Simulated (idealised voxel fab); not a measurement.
process module | voxel released beams
cross-section cut | 290 nm wide | cells 5 nm
A cross-section is a grid of square cells, given in bands from the top down. A band is one or more rows of cells.
Each band's line starts with the height of the band's top and of its bottom, in nm. Then come its materials from left to right, each with its width in nm. One material with "throughout" fills the band from edge to edge. "air" is empty space.
Height 0 is the level under which the wafer as received is all one material. The lowest band goes on downwards, as in "0 down".
A width such as "30 to 40" changes by the same amount from each row of cells to the next, from the band's top row to its bottom row.
"no change" after a step means that no cell of the cross-section changed.
closed voids: empty space of 8 cells or more with no open way to the top, each as width x height at its distance from the left edge, in nm
after a step's settings: what the simulator itself notes on the step
overlay nm, on a step with a mask: how far to the right of its planned place the mask lay; to the left if negative
plan
1 op RECEIVE | material Si
2 op CONFORMAL_DEP | material SiN | thk nm 10
3 op DIRECTIONAL_DEP | material SiO2 | thk nm 20
4 op MASKED_ETCH | tone open | mask id ANCHOR | width nm 35 | etch materials SiO2 | depth nm 20 | overlay nm 0
5 op CONFORMAL_DEP | material polySi | thk nm 10
6 op MASKED_ETCH | tone cover | mask id BEAM | width nm 90 | etch materials polySi | depth nm 10 | overlay nm 0
7 op STRIP | etch materials SiO2
first wafer, as planned
as received, after step 1
  0 down: Si throughout
  closed voids: none
after step 2
  10 to 0: SiN throughout
  below 0: unchanged
after step 3
  30 to 10: SiO2 throughout
  below 10: unchanged
after step 4
  30 to 10: SiO2 100 | air 35 | SiO2 155
  below 10: unchanged
after step 5
  40 to 30: polySi 110 | air 15 | polySi 165
  30 to 20: SiO2 100 | polySi 10 | air 15 | polySi 10 | SiO2 155
  20 to 10: SiO2 100 | polySi 35 | SiO2 155
  below 10: unchanged
after step 6
  40 to 30: air 95 | polySi 15 | air 15 | polySi 60 | air 105
  below 30: unchanged
after step 7
  40 to 30: air 95 | polySi 15 | air 15 | polySi 60 | air 105
  30 to 20: air 100 | polySi 10 | air 15 | polySi 10 | air 155
  20 to 10: air 100 | polySi 35 | air 155
  below 10: unchanged
second wafer: like start, like plan, one mistake. Through step 5 it matches the first wafer
when step 6 should have ended
  40 to 30: air 105 | polySi 5 | air 15 | polySi 70 | air 95
  below 30: unchanged
when step 7 should have ended
  40 to 30: air 105 | polySi 5 | air 15 | polySi 70 | air 95
  30 to 20: air 100 | polySi 10 | air 15 | polySi 10 | air 155
  20 to 10: air 100 | polySi 35 | air 155
  below 10: unchanged
what went wrong: step 6 ran as: op MASKED_ETCH | tone cover | mask id BEAM | width nm 90 | etch materials polySi | depth nm 10 | overlay nm 10
at the end the second wafer has, in cells: as many of each material as the first, in other places
